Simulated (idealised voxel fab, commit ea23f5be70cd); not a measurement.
Process module under the name voxel quadruple lines
Cross-section cut spans 290 nm and uses square cells 5 nm in size.
When this document writes out a cross-section, it uses a grid of square cells and lists it as bands, beginning at the top and moving down, with a band standing for one or more rows of cells.
Heads up on the band format: heights come first, top then bottom, in nm. After that it's the materials left to right, each with its width in nm. A single material flagged "throughout" fills the whole band edge to edge, and "air" means there's empty space there.
Beneath 0, the wafer as received is one material, and that level is where height counting begins. The lowest band goes on downward without a bottom; it is written like "from 0 down".
Per-row width for "30 to 40": begins at first number (top row of band), ends at second number (bottom row), increment between rows held constant.
Where a step carries "everything unchanged", the cross-section came out of it unchanged, cell for cell.
"Fully sealed voids" specifies each empty space that is not open to the top and that occupies no fewer than 8 cells, using the form width x height at distance, the distance measured from the left edge and all three quantities in nm.
Formally, on a step line, whatever follows the settings is a remark that the simulator itself makes on the step.
On any step carrying a mask, the "overlay nm" setting, if present on the step's line, tells how far right of its planned place the mask lay; negative values point to the left.
This section lists the process steps that were planned
1. RECEIVE, material Si
2. CONFORMAL_DEP, material SiO2, thk nm 10
3. DIRECTIONAL_DEP, material W, thk nm 10
4. DIRECTIONAL_DEP, material polySi, thk nm 15
5. DIRECTIONAL_DEP, material aC, thk nm 25
6. PATTERN, tone cover, mask id MANDREL, material resist, width nm 30, thk nm 30, overlay nm 0
7. DIRECTIONAL_ETCH, etch materials aC, depth nm 25
8. STRIP, etch materials resist
9. CONFORMAL_DEP, material SiO2, thk nm 10
10. DIRECTIONAL_ETCH, etch materials SiO2, depth nm 10
11. STRIP, etch materials aC
12. DIRECTIONAL_ETCH, etch materials polySi, depth nm 15
13. STRIP, etch materials SiO2
14. CONFORMAL_DEP, material SiCN, thk nm 10
15. DIRECTIONAL_ETCH, etch materials SiCN, depth nm 10
16. STRIP, etch materials polySi
17. DIRECTIONAL_ETCH, etch materials W, depth nm 10
18. STRIP, etch materials SiCN
As-received state of the wafer in cross-section, equivalent to post-step 1
  from 0 down | Si throughout
  Fully sealed voids: none
Result of the module, cross-sectioned: start per above, plan per above, one error in how it was run
  from 20 to 10 | 115 nm air, then 10 nm W, then 10 nm air, then 10 nm W, then 5 nm air, then 10 nm W, then 10 nm air, then 10 nm W, then 110 nm air
  from 10 to 0 | SiO2 throughout
  from 0 down | Si throughout
  Fully sealed voids: none
What was the processing mistake? step 6 ran differently from the plan; actual operation with settings: PATTERN, tone cover, mask id MANDREL, material resist, width nm 25, thk nm 30, overlay nm 0
